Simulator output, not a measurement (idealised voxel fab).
process module | voxel spacer lines
cross-section cut | 255 nm wide | cells 5 nm
A cross-section is a grid of square cells, given in bands from the top down. A band is one or more rows of cells.
Each band's line starts with the height of the band's top and of its bottom, in nm. Then come its materials from left to right, each with its width in nm. One material with "throughout" fills the band from edge to edge. "air" is empty space.
Height 0 is the level under which the wafer as received is all one material. The lowest band goes on downwards, as in "0 down".
A width such as "30 to 40" changes by the same amount from each row of cells to the next, from the band's top row to its bottom row.
"no change" after a step means that no cell of the cross-section changed.
closed voids: empty space of 8 cells or more with no open way to the top, each as width x height at its distance from the left edge, in nm
after a step's settings: what the simulator itself notes on the step
overlay nm, on a step with a mask: how far to the right of its planned place the mask lay; to the left if negative
plan
1 op RECEIVE | material Si
2 op CONFORMAL_DEP | material Al2O3 | thk nm 10
3 op DIRECTIONAL_DEP | material polySi | thk nm 15
4 op DIRECTIONAL_DEP | material aC | thk nm 20
5 op PATTERN | tone cover | mask id MANDREL | material resist | width nm 15 | pitch nm 70 | thk nm 25 | overlay nm 0
6 op DIRECTIONAL_ETCH | etch materials aC | depth nm 20
7 op STRIP | etch materials resist
8 op CONFORMAL_DEP | material SiO2 | thk nm 10
9 op DIRECTIONAL_ETCH | etch materials SiO2 | depth nm 10
10 op STRIP | etch materials aC
11 op DIRECTIONAL_ETCH | etch materials polySi | depth nm 15
12 op STRIP | etch materials SiO2
13 op FILL_DEP | material lowk | thk nm 10
14 op CMP | height nm 25
varied across the wafers: width nm of step 5. The plan shows the first wafer's value. All wafers start alike
first wafer as received, after step 1
  0 down: Si throughout
  closed voids: none
each wafer at the end: cells of each material gained (+) or lost (-) since it was received, then its closed voids
width nm 15 | +102 Al2O3 | +129 lowk | +24 polySi | closed voids: none
width nm 20 | +102 Al2O3 | +129 lowk | +24 polySi | closed voids: none
width nm 25 | +102 Al2O3 | +129 lowk | +24 polySi | closed voids: none
width nm 30 | +102 Al2O3 | +129 lowk | +24 polySi | closed voids: none
width nm 35 | +102 Al2O3 | +129 lowk | +24 polySi | closed voids: none
width nm 40 | +102 Al2O3 | +129 lowk | +24 polySi | closed voids: none
